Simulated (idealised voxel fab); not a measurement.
The document below concerns the process module designated voxel double patterning.
In the cross-section labelled cut, the width is 240 nm and each square cell is 5 nm.
If you're reading a cross-section in this doc, picture square cells in a grid; it comes to you as bands, top ones listed first down to the bottom, and a band can be one or more rows of cells. The entry gives the band's vertical extent as a top height and a bottom height in nm, then its horizontal make-up as materials from left to right, each with a width in nm. "air" stands for empty space; a single material marked "throughout" fills the band edge to edge. We count height from 0. Below that, the starting wafer is all one material. The lowest band never ends at the bottom but goes on down; see "from 0 down" for how that is written. Top row gets the first number, bottom row gets the second, and each row in between changes by the same step: that is how a band width like "30..40" works. Take "everything unchanged" at face value: in the step it is given for, the cross-section changed in none of its cells. Listed in "Sealed void listing": every empty space of 8 or more cells without an open way to the top. Form: width x height at distance, the distance being from the left edge, all in nm. Where a step's line continues beyond its settings, the continuation is a remark by the simulator itself on that step. overlay nm: where the mask lay relative to plan, measured to the right, on steps with a mask; negatives go left.

**Process steps - plan**
1,RECEIVE | material Si
2,CONFORMAL_DEP | material SiO2 | thk nm 5
3,DIRECTIONAL_DEP | material polySi | thk nm 15
4,DIRECTIONAL_DEP | material SiCN | thk nm 5
5,MASKED_ETCH | tone open | mask id FIRST | width nm 15 | pitch nm 50 | etch materials SiCN | depth nm 5 | overlay nm 0
6,DIRECTIONAL_DEP | material aC | thk nm 10
7,PATTERN | tone open | mask id SECOND | material resist | width nm 15 | pitch nm 50 | thk nm 25 | overlay nm 0
8,DIRECTIONAL_ETCH | etch materials aC | depth nm 10
9,STRIP | etch materials resist
10,DIRECTIONAL_ETCH | etch materials SiCN | depth nm 5
11,STRIP | etch materials aC
12,DIRECTIONAL_ETCH | etch materials polySi | depth nm 15
13,STRIP | etch materials SiCN

**Wafer at receipt (post step 1), cross-section**
  from 0 down = Si throughout
  Sealed void listing: none

**Wafer at module end, in section. Began as above, planned as above, run with one mistake**
  from 20 to 5 = air: 60 / polySi: 15 / air: 35 / polySi: 15 / air: 35 / polySi: 15 / air: 65
  from 5 to 0 = SiO2 throughout
  from 0 down = Si throughout
  Sealed void listing: none
Which mistake was made when the wafer was run? so step 5 ended up running with a different setting than we planned, it ran as MASKED_ETCH | tone cover | mask id FIRST | width nm 15 | pitch nm 50 | etch materials SiCN | depth nm 5 | overlay nm 0
